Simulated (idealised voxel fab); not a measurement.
The process module that follows is named voxel wiring stack.
Each square cell in cross-section cut measures 5 nm, and the section as a whole is 155 nm wide.
A cross-section is a grid of square cells, given in bands from the top down. A band is one or more rows of cells.
Band entry format. Leading values: height of top, height of bottom, nm. Remainder: materials in left-to-right order, each with its width in nm. Special words: "full width" on a single material, which then fills the band edge to edge; "empty", empty space.
A quick word on heights: they are counted from 0, and under that level the wafer as it came to us is one material throughout. The lowest band is different from the rest in having no bottom; it simply continues downward, written as in "from 0 down".
Per-row width for "30->40": begins at first number (top row of band), ends at second number (bottom row), increment between rows held constant.
When a step is marked "left unchanged", none of the cells in the cross-section changed during that step.
If an empty space has no open way to the top and is at least 8 cells in size, "Trapped void list" lists it, written width x height at distance, where distance is measured from the left edge and every value is in nm.
If you see something after the settings on a step's line, that's the simulator's own remark about that step.
overlay nm: mask offset rightward from planned place, masked step; negative means leftward offset.
**Here's what the planned process steps look like**
1: RECEIVE, material Si
2: CONFORMAL_DEP, material SiO2, thk nm 10
3: DIRECTIONAL_DEP, material TiN, thk nm 5
4: DIRECTIONAL_DEP, material Ru, thk nm 15
5: MASKED_ETCH, tone cover, mask id METAL_1, width nm 25, pitch nm 45, etch materials Ru, depth nm 15, overlay nm 0
6: MASKED_ETCH, tone cover, mask id METAL_1, width nm 25, pitch nm 45, etch materials TiN, depth nm 5, overlay nm 0
7: FILL_DEP, material lowk, thk nm 5
8: CMP, height nm 30
9: CONFORMAL_DEP, material SiCN, thk nm 5
10: DIRECTIONAL_DEP, material lowk, thk nm 10
11: MASKED_ETCH, tone open, mask id PLUG_1, width nm 15, pitch nm 45, etch materials lowk, depth nm 10, overlay nm 0
12: MASKED_ETCH, tone open, mask id PLUG_1, width nm 15, pitch nm 45, etch materials SiCN, depth nm 5, overlay nm 0
13: EPI, material Ru, thk nm 10
14: EPI, material Ru, thk nm 5
15: CONFORMAL_DEP, material SiCN, thk nm 5
16: DIRECTIONAL_DEP, material SiO2, thk nm 25
17: PATTERN, tone open, mask id METAL_2, material resist, width nm 25, pitch nm 45, thk nm 20, overlay nm 0
18: DIRECTIONAL_ETCH, etch materials SiO2, depth nm 25
19: DIRECTIONAL_ETCH, etch materials SiCN, depth nm 5
20: STRIP, etch materials resist
21: CONFORMAL_DEP, material TiN, thk nm 5
22: FILL_DEP, material Ru, thk nm 10
23: CMP, height nm 75
24: CONFORMAL_DEP, material SiCN, thk nm 5
25: DIRECTIONAL_DEP, material SiO2, thk nm 35
26: PATTERN, tone open, mask id METAL_3, material resist, width nm 25, pitch nm 45, thk nm 20, overlay nm 0
27: DIRECTIONAL_ETCH, etch materials SiO2, depth nm 20
28: STRIP, etch materials resist
29: MASKED_ETCH, tone open, mask id METAL_3_HOLES, width nm 15, pitch nm 90, etch materials SiO2, depth nm 15, overlay nm 0
30: MASKED_ETCH, tone open, mask id METAL_3_HOLES, width nm 15, pitch nm 90, etch materials SiCN, depth nm 5, overlay nm 0
31: CONFORMAL_DEP, material TiN, thk nm 5
32: FILL_DEP, material Cu, thk nm 5
33: CMP, height nm 115
34: CONFORMAL_DEP, material SiN, thk nm 5
**Cross-section: wafer on arrival = after step 1**
* from 0 down | Si full width
* Trapped void list: none
**First of two wafers, end-of-module section, run followed plan**
* from 120 to 115 | SiN full width
* from 115 to 100 | SiO2 20 nm, then TiN 5 nm, then Cu 15 nm, then TiN 5 nm, then SiO2 20 nm, then TiN 5 nm, then Cu 15 nm, then TiN 5 nm, then SiO2 20 nm, then TiN 5 nm, then Cu 15 nm, then TiN 5 nm, then SiO2 20 nm
* from 100 to 95 | SiO2 20 nm, then TiN 5 nm, then Cu 5 nm, then TiN 15 nm, then SiO2 20 nm, then TiN 25 nm, then SiO2 20 nm, then TiN 5 nm, then Cu 5 nm, then TiN 15 nm, then SiO2 20 nm
* from 95 to 80 | SiO2 20 nm, then TiN 5 nm, then Cu 5 nm, then TiN 5 nm, then SiO2 75 nm, then TiN 5 nm, then Cu 5 nm, then TiN 5 nm, then SiO2 30 nm
* from 80 to 75 | SiCN 20 nm, then TiN 15 nm, then SiCN 75 nm, then TiN 15 nm, then SiCN 30 nm
* from 75 to 50 | SiO2 20 nm, then TiN 5 nm, then Ru 15 nm, then TiN 5 nm, then SiO2 20 nm, then TiN 5 nm, then Ru 15 nm, then TiN 5 nm, then SiO2 20 nm, then TiN 5 nm, then Ru 15 nm, then TiN 5 nm, then SiO2 20 nm
* from 50 to 45 | SiCN 20 nm, then TiN 25 nm, then SiCN 20 nm, then TiN 25 nm, then SiCN 20 nm, then TiN 25 nm, then SiCN 20 nm
* from 45 to 35 | lowk 20 nm, then Ru 15 nm, then lowk 30 nm, then Ru 15 nm, then lowk 30 nm, then Ru 15 nm, then lowk 30 nm
* from 35 to 30 | SiCN 20 nm, then Ru 15 nm, then SiCN 30 nm, then Ru 15 nm, then SiCN 30 nm, then Ru 15 nm, then SiCN 30 nm
* from 30 to 15 | lowk 20 nm, then Ru 25 nm, then lowk 20 nm, then Ru 25 nm, then lowk 20 nm, then Ru 25 nm, then lowk 20 nm
* from 15 to 10 | lowk 20 nm, then TiN 25 nm, then lowk 20 nm, then TiN 25 nm, then lowk 20 nm, then TiN 25 nm, then lowk 20 nm
* from 10 to 0 | SiO2 full width
* from 0 down | Si full width
* Trapped void list: none
**End-of-module cross-section of the second wafer: identical starting point and process plan to the first, with one processing mistake**
* from 120 to 115 | SiN full width
* from 115 to 110 | SiO2 20 nm, then TiN 5 nm, then Cu 5 nm, then TiN 15 nm, then SiO2 20 nm, then TiN 25 nm, then SiO2 20 nm, then TiN 5 nm, then Cu 5 nm, then TiN 15 nm, then SiO2 20 nm
* from 110 to 95 | SiO2 20 nm, then TiN 5 nm, then Cu 5 nm, then TiN 5 nm, then SiO2 75 nm, then TiN 5 nm, then Cu 5 nm, then TiN 5 nm, then SiO2 30 nm
* from 95 to 90 | SiCN 20 nm, then TiN 15 nm, then SiCN 75 nm, then TiN 15 nm, then SiCN 30 nm
* from 90 to 80 | Ru full width
* from 80 to 75 | TiN 25 nm, then Ru 15 nm, then TiN 30 nm, then Ru 15 nm, then TiN 30 nm, then Ru 15 nm, then TiN 25 nm
* from 75 to 50 | SiO2 20 nm, then TiN 5 nm, then Ru 15 nm, then TiN 5 nm, then SiO2 20 nm, then TiN 5 nm, then Ru 15 nm, then TiN 5 nm, then SiO2 20 nm, then TiN 5 nm, then Ru 15 nm, then TiN 5 nm, then SiO2 20 nm
* from 50 to 45 | SiCN 20 nm, then TiN 25 nm, then SiCN 20 nm, then TiN 25 nm, then SiCN 20 nm, then TiN 25 nm, then SiCN 20 nm
* from 45 to 35 | lowk 20 nm, then Ru 15 nm, then lowk 30 nm, then Ru 15 nm, then lowk 30 nm, then Ru 15 nm, then lowk 30 nm
* from 35 to 30 | SiCN 20 nm, then Ru 15 nm, then SiCN 30 nm, then Ru 15 nm, then SiCN 30 nm, then Ru 15 nm, then SiCN 30 nm
* from 30 to 15 | lowk 20 nm, then Ru 25 nm, then lowk 20 nm, then Ru 25 nm, then lowk 20 nm, then Ru 25 nm, then lowk 20 nm
* from 15 to 10 | lowk 20 nm, then TiN 25 nm, then lowk 20 nm, then TiN 25 nm, then lowk 20 nm, then TiN 25 nm, then lowk 20 nm
* from 10 to 0 | SiO2 full width
* from 0 down | Si full width
* Trapped void list: none
What went wrong in running the wafer? heads up, step 23 of the plan was skipped and never actually ran
Looking at both finished wafers in cells, the second ends up ahead of or behind the first on some materials: 27 fewer of Cu, 71 more of Ru, 48 fewer of SiO2, 4 more of TiN
